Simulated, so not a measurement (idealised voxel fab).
Module name: voxel transistor to metal (process module)
Shown is cross-section cut, with a width of 210 nm and square cells of size 5 nm.
Just so we're on the same page, the cross-sections are grids of square cells, and they're listed out in bands top to bottom, each band one or more rows deep.
Heads up on the band format: heights come first, top then bottom, in nm. After that it's the materials left to right, each with its width in nm. A single material flagged "edge to edge" fills the whole band edge to edge, and "empty" means there's empty space there.
The reference from which all heights are counted is 0, the level beneath which the as-received wafer is entirely one material; the lowest band, having no lower bound, proceeds downward and is written after the example "0 and below".
A width given as "30 to 40" starts at the first number in the band's top row and ends at the second number in its bottom row, shifting by an equal amount at every step from row to row.
Basically "same as before" means that step didn't change any cell in the cross-section.
The entry titled "Fully sealed cavities" provides the empty spaces that have no open way to the top, restricted to those of 8 cells or more. Each is presented as width x height at distance, the distance being measured from the left edge, with all three in nm.
That trailing text on a step's line, after the settings, is the simulator's own remark on the step.
For masked steps, "overlay nm" on the step line gives how far right of plan the mask actually lay; a minus sign means it lay to the left.
-- So here's the lineup of process steps we planned
1) RECEIVE (material Si)
2) CONFORMAL_DEP (material SiO2; thk nm 5)
3) CONFORMAL_DEP (material SiN; thk nm 15)
4) MASKED_ETCH (tone cover; mask id ACTIVE; width nm 120; etch materials SiN; depth nm 15; overlay nm 0)
5) MASKED_ETCH (tone cover; mask id ACTIVE; width nm 120; etch materials SiO2; depth nm 5; overlay nm 0)
6) MASKED_ETCH (tone cover; mask id ACTIVE; width nm 120; etch materials Si; depth nm 35; overlay nm 0)
7) FILL_DEP (material SiO2; thk nm 10)
8) CMP (height nm 20)
9) SELECTIVE_ETCH (etch materials SiO2; depth nm 5)
10) STRIP (etch materials SiN)
11) SELECTIVE_ETCH (etch materials SiO2; depth nm 5)
12) OXIDIZE (depth nm 5)
13) DIRECTIONAL_DEP (material polySi; thk nm 25)
14) DIRECTIONAL_DEP (material SiCN; thk nm 15)
15) MASKED_ETCH (tone cover; mask id GATE; width nm 30; etch materials SiCN; depth nm 25; overlay nm 0)
16) MASKED_ETCH (tone cover; mask id GATE; width nm 30; etch materials polySi; depth nm 35; overlay nm 0)
17) CONFORMAL_DEP (material SiN; thk nm 10)
18) DIRECTIONAL_ETCH (etch materials SiN; depth nm 10)
19) DIRECTIONAL_ETCH (etch materials SiO2; depth nm 5)
20) EPI (material SiGe; thk nm 5)
21) FILL_DEP (material SiO2; thk nm 10)
22) CMP (height nm 25)
23) STRIP (etch materials polySi)
24) SELECTIVE_ETCH (etch materials SiO2; depth nm 5)
25) CONFORMAL_DEP (material HfO2; thk nm 5)
26) CONFORMAL_DEP (material TiN; thk nm 5)
27) FILL_DEP (material W; thk nm 10)
28) CMP (height nm 20)
29) DIRECTIONAL_DEP (material SiO2; thk nm 15)
30) PATTERN (tone open; mask id CONTACT; material resist; width nm 15; pitch nm 85; thk nm 15; overlay nm 0)
31) DIRECTIONAL_ETCH (etch materials SiO2; depth nm 35)
32) STRIP (etch materials resist)
33) CONFORMAL_DEP (material TiN; thk nm 5)
34) FILL_DEP (material W; thk nm 5)
35) CMP (height nm 35)
36) CONFORMAL_DEP (material SiCN; thk nm 5)
37) DIRECTIONAL_DEP (material SiO2; thk nm 15)
38) MASKED_ETCH (tone open; mask id METAL_1; width nm 15; pitch nm 85; etch materials SiO2; depth nm 15; overlay nm 0)
39) MASKED_ETCH (tone open; mask id METAL_1; width nm 15; pitch nm 85; etch materials SiCN; depth nm 5; overlay nm 0)
40) CONFORMAL_DEP (material TiN; thk nm 5)
41) FILL_DEP (material Cu; thk nm 10)
42) CMP (height nm 55)
43) CONFORMAL_DEP (material SiCN; thk nm 5)
44) DIRECTIONAL_DEP (material SiO2; thk nm 30)
45) DIRECTIONAL_DEP (material aC; thk nm 15)
46) PATTERN (tone open; mask id METAL_2; material resist; width nm 15; pitch nm 85; thk nm 35; overlay nm 0)
47) DIRECTIONAL_ETCH (etch materials aC; depth nm 15)
48) STRIP (etch materials resist)
49) DIRECTIONAL_ETCH (etch materials SiO2; depth nm 15)
50) STRIP (etch materials aC)
51) PATTERN (tone open; mask id METAL_2_HOLES; material resist; width nm 15; pitch nm 85; thk nm 20; overlay nm 0)
52) DIRECTIONAL_ETCH (etch materials SiO2; depth nm 15)
53) DIRECTIONAL_ETCH (etch materials SiCN; depth nm 5)
54) STRIP (etch materials resist)
55) CONFORMAL_DEP (material TiN; thk nm 5)
56) FILL_DEP (material Cu; thk nm 10)
57) CMP (height nm 90)
58) CONFORMAL_DEP (material SiN; thk nm 5)
-- First of two wafers: run as planned
-- Wafer as received: cross-section following step 1
    0 and below = Si edge to edge
    Fully sealed cavities: none
-- The wafer, seen in cross-section, after step 2
    5 down to 0 = SiO2 edge to edge
    For the remainder of the cross-section, below 0, there is no change.
-- The wafer, seen in cross-section, after step 3
    20 down to 5 = SiN edge to edge
    For the remainder of the cross-section, below 5, there is no change.
-- The wafer, seen in cross-section, after step 4
    20 down to 5 = empty (45)  SiN (120)  empty (45)
    For the remainder of the cross-section, below 5, there is no change.
-- The wafer, seen in cross-section, after step 5
    20 down to 5 = empty (45)  SiN (120)  empty (45)
    5 down to 0 = empty (45)  SiO2 (120)  empty (45)
    For the remainder of the cross-section, below 0, there is no change.
-- The wafer, seen in cross-section, after step 6
    20 down to 5 = empty (45)  SiN (120)  empty (45)
    5 down to 0 = empty (45)  SiO2 (120)  empty (45)
    0 down to -35 = empty (45)  Si (120)  empty (45)
    For the remainder of the cross-section, below -35, there is no change.
-- The wafer, seen in cross-section, after step 7
    30 down to 20 = SiO2 edge to edge
    20 down to 5 = SiO2 (45)  SiN (120)  SiO2 (45)
    5 down to 0 = SiO2 edge to edge
    0 down to -35 = SiO2 (45)  Si (120)  SiO2 (45)
    For the remainder of the cross-section, below -35, there is no change.
-- The wafer, seen in cross-section, after step 8
    20 down to 5 = SiO2 (45)  SiN (120)  SiO2 (45)
    For the remainder of the cross-section, below 5, there is no change.
-- The wafer, seen in cross-section, after step 9
    20 down to 15 = empty (45)  SiN (120)  empty (45)
    For the remainder of the cross-section, below 15, there is no change.
-- The wafer, seen in cross-section, after step 10
    15 down to 5 = SiO2 (45)  empty (120)  SiO2 (45)
    For the remainder of the cross-section, below 5, there is no change.
-- The wafer, seen in cross-section, after step 11
    10 down to 0 = SiO2 (40)  empty (130)  SiO2 (40)
    For the remainder of the cross-section, below 0, there is no change.
-- The wafer, seen in cross-section, after step 12
    10 down to 0 = SiO2 (40)  empty (130)  SiO2 (40)
    0 down to -5 = SiO2 edge to edge
    For the remainder of the cross-section, below -5, there is no change.
-- The wafer, seen in cross-section, after step 13
    35 down to 25 = polySi (40)  empty (130)  polySi (40)
    25 down to 10 = polySi edge to edge
    10 down to 0 = SiO2 (40)  polySi (130)  SiO2 (40)
    For the remainder of the cross-section, below 0, there is no change.
-- The wafer, seen in cross-section, after step 14
    50 down to 40 = SiCN (40)  empty (130)  SiCN (40)
    40 down to 35 = SiCN edge to edge
    35 down to 25 = polySi (40)  SiCN (130)  polySi (40)
    For the remainder of the cross-section, below 25, there is no change.
-- The wafer, seen in cross-section, after step 15
    40 down to 35 = empty (90)  SiCN (30)  empty (90)
    35 down to 25 = polySi (40)  empty (50)  SiCN (30)  empty (50)  polySi (40)
    For the remainder of the cross-section, below 25, there is no change.
-- The wafer, seen in cross-section, after step 16
    40 down to 25 = empty (90)  SiCN (30)  empty (90)
    25 down to 10 = empty (90)  polySi (30)  empty (90)
    10 down to 0 = SiO2 (40)  empty (50)  polySi (30)  empty (50)  SiO2 (40)
    For the remainder of the cross-section, below 0, there is no change.
-- The wafer, seen in cross-section, after step 17
    50 down to 40 = empty (80)  SiN (50)  empty (80)
    40 down to 25 = empty (80)  SiN (10)  SiCN (30)  SiN (10)  empty (80)
    25 down to 20 = empty (80)  SiN (10)  polySi (30)  SiN (10)  empty (80)
    20 down to 10 = SiN (50)  empty (30)  SiN (10)  polySi (30)  SiN (10)  empty (30)  SiN (50)
    10 down to 0 = SiO2 (40)  SiN (50)  polySi (30)  SiN (50)  SiO2 (40)
    For the remainder of the cross-section, below 0, there is no change.
-- The wafer, seen in cross-section, after step 18
    40 down to 25 = empty (80)  SiN (10)  SiCN (30)  SiN (10)  empty (80)
    25 down to 10 = empty (80)  SiN (10)  polySi (30)  SiN (10)  empty (80)
    10 down to 0 = SiO2 (40)  SiN (10)  empty (30)  SiN (10)  polySi (30)  SiN (10)  empty (30)  SiN (10)  SiO2 (40)
    For the remainder of the cross-section, below 0, there is no change.
-- The wafer, seen in cross-section, after step 19
    40 down to 25 = empty (80)  SiN (10)  SiCN (30)  SiN (10)  empty (80)
    25 down to 10 = empty (80)  SiN (10)  polySi (30)  SiN (10)  empty (80)
    10 down to 5 = empty (40)  SiN (10)  empty (30)  SiN (10)  polySi (30)  SiN (10)  empty (30)  SiN (10)  empty (40)
    5 down to 0 = SiO2 (40)  SiN (10)  empty (30)  SiN (10)  polySi (30)  SiN (10)  empty (30)  SiN (10)  SiO2 (40)
    0 down to -5 = SiO2 (50)  empty (30)  SiO2 (50)  empty (30)  SiO2 (50)
    For the remainder of the cross-section, below -5, there is no change.
-- The wafer, seen in cross-section, after step 20
    40 down to 25 = empty (80)  SiN (10)  SiCN (30)  SiN (10)  empty (80)
    25 down to 10 = empty (80)  SiN (10)  polySi (30)  SiN (10)  empty (80)
    10 down to 5 = empty (40)  SiN (10)  empty (30)  SiN (10)  polySi (30)  SiN (10)  empty (30)  SiN (10)  empty (40)
    5 down to 0 = SiO2 (40)  SiN (10)  empty (30)  SiN (10)  polySi (30)  SiN (10)  empty (30)  SiN (10)  SiO2 (40)
    0 down to -5 = SiO2 (50)  SiGe (30)  SiO2 (50)  SiGe (30)  SiO2 (50)
    For the remainder of the cross-section, below -5, there is no change.
-- The wafer, seen in cross-section, after step 21
    50 down to 40 = SiO2 edge to edge
    40 down to 25 = SiO2 (80)  SiN (10)  SiCN (30)  SiN (10)  SiO2 (80)
    25 down to 10 = SiO2 (80)  SiN (10)  polySi (30)  SiN (10)  SiO2 (80)
    10 down to 0 = SiO2 (40)  SiN (10)  SiO2 (30)  SiN (10)  polySi (30)  SiN (10)  SiO2 (30)  SiN (10)  SiO2 (40)
    For the remainder of the cross-section, below 0, there is no change.
-- The wafer, seen in cross-section, after step 22
    25 down to 10 = SiO2 (80)  SiN (10)  polySi (30)  SiN (10)  SiO2 (80)
    For the remainder of the cross-section, below 10, there is no change.
-- The wafer, seen in cross-section, after step 23
    25 down to 10 = SiO2 (80)  SiN (10)  empty (30)  SiN (10)  SiO2 (80)
    10 down to 0 = SiO2 (40)  SiN (10)  SiO2 (30)  SiN (10)  empty (30)  SiN (10)  SiO2 (30)  SiN (10)  SiO2 (40)
    For the remainder of the cross-section, below 0, there is no change.
-- The wafer, seen in cross-section, after step 24
    25 down to 20 = empty (80)  SiN (10)  empty (30)  SiN (10)  empty (80)
    20 down to 10 = SiO2 (80)  SiN (10)  empty (30)  SiN (10)  SiO2 (80)
    10 down to 0 = SiO2 (40)  SiN (10)  SiO2 (30)  SiN (10)  empty (30)  SiN (10)  SiO2 (30)  SiN (10)  SiO2 (40)
    0 down to -5 = SiO2 (50)  SiGe (30)  SiO2 (5)  empty (40)  SiO2 (5)  SiGe (30)  SiO2 (50)
    For the remainder of the cross-section, below -5, there is no change.
-- The wafer, seen in cross-section, after step 25
    30 down to 25 = empty (75)  HfO2 (20)  empty (20)  HfO2 (20)  empty (75)
    25 down to 20 = HfO2 (80)  SiN (10)  HfO2 (5)  empty (20)  HfO2 (5)  SiN (10)  HfO2 (80)
    20 down to 10 = SiO2 (80)  SiN (10)  HfO2 (5)  empty (20)  HfO2 (5)  SiN (10)  SiO2 (80)
    10 down to 0 = SiO2 (40)  SiN (10)  SiO2 (30)  SiN (10)  HfO2 (5)  empty (20)  HfO2 (5)  SiN (10)  SiO2 (30)  SiN (10)  SiO2 (40)
    0 down to -5 = SiO2 (50)  SiGe (30)  SiO2 (5)  HfO2 (40)  SiO2 (5)  SiGe (30)  SiO2 (50)
    For the remainder of the cross-section, below -5, there is no change.
-- The wafer, seen in cross-section, after step 26
    35 down to 30 = empty (70)  TiN (30)  empty (10)  TiN (30)  empty (70)
    30 down to 25 = TiN (75)  HfO2 (20)  TiN (5)  empty (10)  TiN (5)  HfO2 (20)  TiN (75)
    25 down to 20 = HfO2 (80)  SiN (10)  HfO2 (5)  TiN (5)  empty (10)  TiN (5)  HfO2 (5)  SiN (10)  HfO2 (80)
    20 down to 10 = SiO2 (80)  SiN (10)  HfO2 (5)  TiN (5)  empty (10)  TiN (5)  HfO2 (5)  SiN (10)  SiO2 (80)
    10 down to 5 = SiO2 (40)  SiN (10)  SiO2 (30)  SiN (10)  HfO2 (5)  TiN (5)  empty (10)  TiN (5)  HfO2 (5)  SiN (10)  SiO2 (30)  SiN (10)  SiO2 (40)
    5 down to 0 = SiO2 (40)  SiN (10)  SiO2 (30)  SiN (10)  HfO2 (5)  TiN (20)  HfO2 (5)  SiN (10)  SiO2 (30)  SiN (10)  SiO2 (40)
    For the remainder of the cross-section, below 0, there is no change.
-- The wafer, seen in cross-section, after step 27
    45 down to 35 = W edge to edge
    35 down to 30 = W (70)  TiN (30)  W (10)  TiN (30)  W (70)
    30 down to 25 = TiN (75)  HfO2 (20)  TiN (5)  W (10)  TiN (5)  HfO2 (20)  TiN (75)
    25 down to 20 = HfO2 (80)  SiN (10)  HfO2 (5)  TiN (5)  W (10)  TiN (5)  HfO2 (5)  SiN (10)  HfO2 (80)
    20 down to 10 = SiO2 (80)  SiN (10)  HfO2 (5)  TiN (5)  W (10)  TiN (5)  HfO2 (5)  SiN (10)  SiO2 (80)
    10 down to 5 = SiO2 (40)  SiN (10)  SiO2 (30)  SiN (10)  HfO2 (5)  TiN (5)  W (10)  TiN (5)  HfO2 (5)  SiN (10)  SiO2 (30)  SiN (10)  SiO2 (40)
    For the remainder of the cross-section, below 5, there is no change.
-- The wafer, seen in cross-section, after step 28
    20 down to 10 = SiO2 (80)  SiN (10)  HfO2 (5)  TiN (5)  W (10)  TiN (5)  HfO2 (5)  SiN (10)  SiO2 (80)
    For the remainder of the cross-section, below 10, there is no change.
-- The wafer, seen in cross-section, after step 29
    35 down to 20 = SiO2 edge to edge
    For the remainder of the cross-section, below 20, there is no change.
-- The wafer, seen in cross-section, after step 30
    50 down to 35 = resist (55)  empty (15)  resist (70)  empty (15)  resist (55)
    For the remainder of the cross-section, below 35, there is no change.
-- The wafer, seen in cross-section, after step 31
    50 down to 35 = resist (55)  empty (15)  resist (70)  empty (15)  resist (55)
    35 down to 20 = SiO2 (55)  empty (15)  SiO2 (70)  empty (15)  SiO2 (55)
    20 down to 10 = SiO2 (55)  empty (15)  SiO2 (10)  SiN (10)  HfO2 (5)  TiN (5)  W (10)  TiN (5)  HfO2 (5)  SiN (10)  SiO2 (10)  empty (15)  SiO2 (55)
    10 down to 5 = SiO2 (40)  SiN (10)  SiO2 (5)  empty (15)  SiO2 (10)  SiN (10)  HfO2 (5)  TiN (5)  W (10)  TiN (5)  HfO2 (5)  SiN (10)  SiO2 (10)  empty (15)  SiO2 (5)  SiN (10)  SiO2 (40)
    5 down to 0 = SiO2 (40)  SiN (10)  SiO2 (5)  empty (15)  SiO2 (10)  SiN (10)  HfO2 (5)  TiN (20)  HfO2 (5)  SiN (10)  SiO2 (10)  empty (15)  SiO2 (5)  SiN (10)  SiO2 (40)
    For the remainder of the cross-section, below 0, there is no change.
-- The wafer, seen in cross-section, after step 32
    35 down to 20 = SiO2 (55)  empty (15)  SiO2 (70)  empty (15)  SiO2 (55)
    For the remainder of the cross-section, below 20, there is no change.
-- The wafer, seen in cross-section, after step 33
    40 down to 35 = TiN (60)  empty (5)  TiN (80)  empty (5)  TiN (60)
    35 down to 20 = SiO2 (55)  TiN (5)  empty (5)  TiN (5)  SiO2 (70)  TiN (5)  empty (5)  TiN (5)  SiO2 (55)
    20 down to 10 = SiO2 (55)  TiN (5)  empty (5)  TiN (5)  SiO2 (10)  SiN (10)  HfO2 (5)  TiN (5)  W (10)  TiN (5)  HfO2 (5)  SiN (10)  SiO2 (10)  TiN (5)  empty (5)  TiN (5)  SiO2 (55)
    10 down to 5 = SiO2 (40)  SiN (10)  SiO2 (5)  TiN (5)  empty (5)  TiN (5)  SiO2 (10)  SiN (10)  HfO2 (5)  TiN (5)  W (10)  TiN (5)  HfO2 (5)  SiN (10)  SiO2 (10)  TiN (5)  empty (5)  TiN (5)  SiO2 (5)  SiN (10)  SiO2 (40)
    5 down to 0 = SiO2 (40)  SiN (10)  SiO2 (5)  TiN (15)  SiO2 (10)  SiN (10)  HfO2 (5)  TiN (20)  HfO2 (5)  SiN (10)  SiO2 (10)  TiN (15)  SiO2 (5)  SiN (10)  SiO2 (40)
    For the remainder of the cross-section, below 0, there is no change.
-- The wafer, seen in cross-section, after step 34
    45 down to 40 = W edge to edge
    40 down to 35 = TiN (60)  W (5)  TiN (80)  W (5)  TiN (60)
    35 down to 20 = SiO2 (55)  TiN (5)  W (5)  TiN (5)  SiO2 (70)  TiN (5)  W (5)  TiN (5)  SiO2 (55)
    20 down to 10 = SiO2 (55)  TiN (5)  W (5)  TiN (5)  SiO2 (10)  SiN (10)  HfO2 (5)  TiN (5)  W (10)  TiN (5)  HfO2 (5)  SiN (10)  SiO2 (10)  TiN (5)  W (5)  TiN (5)  SiO2 (55)
    10 down to 5 = SiO2 (40)  SiN (10)  SiO2 (5)  TiN (5)  W (5)  TiN (5)  SiO2 (10)  SiN (10)  HfO2 (5)  TiN (5)  W (10)  TiN (5)  HfO2 (5)  SiN (10)  SiO2 (10)  TiN (5)  W (5)  TiN (5)  SiO2 (5)  SiN (10)  SiO2 (40)
    For the remainder of the cross-section, below 5, there is no change.
-- The wafer, seen in cross-section, after step 35
    35 down to 20 = SiO2 (55)  TiN (5)  W (5)  TiN (5)  SiO2 (70)  TiN (5)  W (5)  TiN (5)  SiO2 (55)
    For the remainder of the cross-section, below 20, there is no change.
-- The wafer, seen in cross-section, after step 36
    40 down to 35 = SiCN edge to edge
    For the remainder of the cross-section, below 35, there is no change.
-- The wafer, seen in cross-section, after step 37
    55 down to 40 = SiO2 edge to edge
    For the remainder of the cross-section, below 40, there is no change.
-- The wafer, seen in cross-section, after step 38
    55 down to 40 = SiO2 (55)  empty (15)  SiO2 (70)  empty (15)  SiO2 (55)
    For the remainder of the cross-section, below 40, there is no change.
-- The wafer, seen in cross-section, after step 39
    55 down to 40 = SiO2 (55)  empty (15)  SiO2 (70)  empty (15)  SiO2 (55)
    40 down to 35 = SiCN (55)  empty (15)  SiCN (70)  empty (15)  SiCN (55)
    For the remainder of the cross-section, below 35, there is no change.
-- The wafer, seen in cross-section, after step 40
    60 down to 55 = TiN (60)  empty (5)  TiN (80)  empty (5)  TiN (60)
    55 down to 40 = SiO2 (55)  TiN (5)  empty (5)  TiN (5)  SiO2 (70)  TiN (5)  empty (5)  TiN (5)  SiO2 (55)
    40 down to 35 = SiCN (55)  TiN (15)  SiCN (70)  TiN (15)  SiCN (55)
    For the remainder of the cross-section, below 35, there is no change.
-- The wafer, seen in cross-section, after step 41
    70 down to 60 = Cu edge to edge
    60 down to 55 = TiN (60)  Cu (5)  TiN (80)  Cu (5)  TiN (60)
    55 down to 40 = SiO2 (55)  TiN (5)  Cu (5)  TiN (5)  SiO2 (70)  TiN (5)  Cu (5)  TiN (5)  SiO2 (55)
    For the remainder of the cross-section, below 40, there is no change.
-- The wafer, seen in cross-section, after step 42
    55 down to 40 = SiO2 (55)  TiN (5)  Cu (5)  TiN (5)  SiO2 (70)  TiN (5)  Cu (5)  TiN (5)  SiO2 (55)
    For the remainder of the cross-section, below 40, there is no change.
-- The wafer, seen in cross-section, after step 43
    60 down to 55 = SiCN edge to edge
    For the remainder of the cross-section, below 55, there is no change.
-- The wafer, seen in cross-section, after step 44
    90 down to 60 = SiO2 edge to edge
    For the remainder of the cross-section, below 60, there is no change.
-- The wafer, seen in cross-section, after step 45
    105 down to 90 = aC edge to edge
    For the remainder of the cross-section, below 90, there is no change.
-- The wafer, seen in cross-section, after step 46
    140 down to 105 = resist (55)  empty (15)  resist (70)  empty (15)  resist (55)
    For the remainder of the cross-section, below 105, there is no change.
-- The wafer, seen in cross-section, after step 47
    125 down to 105 = resist (55)  empty (15)  resist (70)  empty (15)  resist (55)
    105 down to 90 = aC (55)  empty (15)  aC (70)  empty (15)  aC (55)
    For the remainder of the cross-section, below 90, there is no change.
-- The wafer, seen in cross-section, after step 48
    105 down to 90 = aC (55)  empty (15)  aC (70)  empty (15)  aC (55)
    For the remainder of the cross-section, below 90, there is no change.
-- The wafer, seen in cross-section, after step 49
    105 down to 90 = aC (55)  empty (15)  aC (70)  empty (15)  aC (55)
    90 down to 75 = SiO2 (55)  empty (15)  SiO2 (70)  empty (15)  SiO2 (55)
    For the remainder of the cross-section, below 75, there is no change.
-- The wafer, seen in cross-section, after step 50
    90 down to 75 = SiO2 (55)  empty (15)  SiO2 (70)  empty (15)  SiO2 (55)
    For the remainder of the cross-section, below 75, there is no change.
-- The wafer, seen in cross-section, after step 51
    110 down to 90 = resist (55)  empty (15)  resist (70)  empty (15)  resist (55)
    For the remainder of the cross-section, below 90, there is no change.
-- The wafer, seen in cross-section, after step 52
    110 down to 90 = resist (55)  empty (15)  resist (70)  empty (15)  resist (55)
    90 down to 60 = SiO2 (55)  empty (15)  SiO2 (70)  empty (15)  SiO2 (55)
    For the remainder of the cross-section, below 60, there is no change.
-- The wafer, seen in cross-section, after step 53
    110 down to 90 = resist (55)  empty (15)  resist (70)  empty (15)  resist (55)
    90 down to 60 = SiO2 (55)  empty (15)  SiO2 (70)  empty (15)  SiO2 (55)
    60 down to 55 = SiCN (55)  empty (15)  SiCN (70)  empty (15)  SiCN (55)
    For the remainder of the cross-section, below 55, there is no change.
-- The wafer, seen in cross-section, after step 54
    90 down to 60 = SiO2 (55)  empty (15)  SiO2 (70)  empty (15)  SiO2 (55)
    For the remainder of the cross-section, below 60, there is no change.
-- The wafer, seen in cross-section, after step 55
    95 down to 90 = TiN (60)  empty (5)  TiN (80)  empty (5)  TiN (60)
    90 down to 60 = SiO2 (55)  TiN (5)  empty (5)  TiN (5)  SiO2 (70)  TiN (5)  empty (5)  TiN (5)  SiO2 (55)
    60 down to 55 = SiCN (55)  TiN (15)  SiCN (70)  TiN (15)  SiCN (55)
    For the remainder of the cross-section, below 55, there is no change.
-- The wafer, seen in cross-section, after step 56
    105 down to 95 = Cu edge to edge
    95 down to 90 = TiN (60)  Cu (5)  TiN (80)  Cu (5)  TiN (60)
    90 down to 60 = SiO2 (55)  TiN (5)  Cu (5)  TiN (5)  SiO2 (70)  TiN (5)  Cu (5)  TiN (5)  SiO2 (55)
    For the remainder of the cross-section, below 60, there is no change.
-- The wafer, seen in cross-section, after step 57
    90 down to 60 = SiO2 (55)  TiN (5)  Cu (5)  TiN (5)  SiO2 (70)  TiN (5)  Cu (5)  TiN (5)  SiO2 (55)
    For the remainder of the cross-section, below 60, there is no change.
-- The wafer, seen in cross-section, after step 58
    95 down to 90 = SiN edge to edge
    For the remainder of the cross-section, below 90, there is no change.
-- Companion wafer, the second of two: same beginning, same intended sequence, one mistake in carrying it out; through step 42 inclusive it tracks the first exactly
-- Second wafer cross-section, taken as of the time the plan sets for step 43 to be done
    85 down to 55 = SiO2 edge to edge
    For the remainder of the cross-section, below 55, there is no change.
-- Second wafer cross-section, taken as of the time the plan sets for step 44 to be done
    90 down to 85 = SiCN edge to edge
    For the remainder of the cross-section, below 85, there is no change.
-- Second wafer cross-section, taken as of the time the plan sets for step 45 to be done
    105 down to 90 = aC edge to edge
    For the remainder of the cross-section, below 90, there is no change.
-- Second wafer cross-section, taken as of the time the plan sets for step 46 to be done
    140 down to 105 = resist (55)  empty (15)  resist (70)  empty (15)  resist (55)
    For the remainder of the cross-section, below 105, there is no change.
-- Second wafer cross-section, taken as of the time the plan sets for step 47 to be done
    125 down to 105 = resist (55)  empty (15)  resist (70)  empty (15)  resist (55)
    105 down to 90 = aC (55)  empty (15)  aC (70)  empty (15)  aC (55)
    For the remainder of the cross-section, below 90, there is no change.
-- Second wafer cross-section, taken as of the time the plan sets for step 48 to be done
    105 down to 90 = aC (55)  empty (15)  aC (70)  empty (15)  aC (55)
    For the remainder of the cross-section, below 90, there is no change.
Second wafer cross-section, taken as of the time the plan sets for step 49 to be done: same as before
-- Second wafer cross-section, taken as of the time the plan sets for step 50 to be done
    90 down to 85 = SiCN edge to edge
    For the remainder of the cross-section, below 85, there is no change.
-- Second wafer cross-section, taken as of the time the plan sets for step 51 to be done
    110 down to 90 = resist (55)  empty (15)  resist (70)  empty (15)  resist (55)
    For the remainder of the cross-section, below 90, there is no change.
Second wafer cross-section, taken as of the time the plan sets for step 52 to be done: same as before
-- Second wafer cross-section, taken as of the time the plan sets for step 53 to be done
    110 down to 90 = resist (55)  empty (15)  resist (70)  empty (15)  resist (55)
    90 down to 85 = SiCN (55)  empty (15)  SiCN (70)  empty (15)  SiCN (55)
    For the remainder of the cross-section, below 85, there is no change.
-- Second wafer cross-section, taken as of the time the plan sets for step 54 to be done
    90 down to 85 = SiCN (55)  empty (15)  SiCN (70)  empty (15)  SiCN (55)
    For the remainder of the cross-section, below 85, there is no change.
-- Second wafer cross-section, taken as of the time the plan sets for step 55 to be done
    95 down to 90 = TiN (60)  empty (5)  TiN (80)  empty (5)  TiN (60)
    90 down to 85 = SiCN (55)  TiN (15)  SiCN (70)  TiN (15)  SiCN (55)
    For the remainder of the cross-section, below 85, there is no change.
-- Second wafer cross-section, taken as of the time the plan sets for step 56 to be done
    105 down to 95 = Cu edge to edge
    95 down to 90 = TiN (60)  Cu (5)  TiN (80)  Cu (5)  TiN (60)
    For the remainder of the cross-section, below 90, there is no change.
-- Second wafer cross-section, taken as of the time the plan sets for step 57 to be done
    90 down to 85 = SiCN (55)  TiN (15)  SiCN (70)  TiN (15)  SiCN (55)
    For the remainder of the cross-section, below 85, there is no change.
-- Second wafer cross-section, taken as of the time the plan sets for step 58 to be done
    95 down to 90 = SiN edge to edge
    For the remainder of the cross-section, below 90, there is no change.
Deviation noted in wafer processing: ran 43 and 44 in swapped order versus the plan
FYI, end of process, the second wafer has more or fewer cells of some materials than the first: -12 Cu, +36 SiO2, -24 TiN
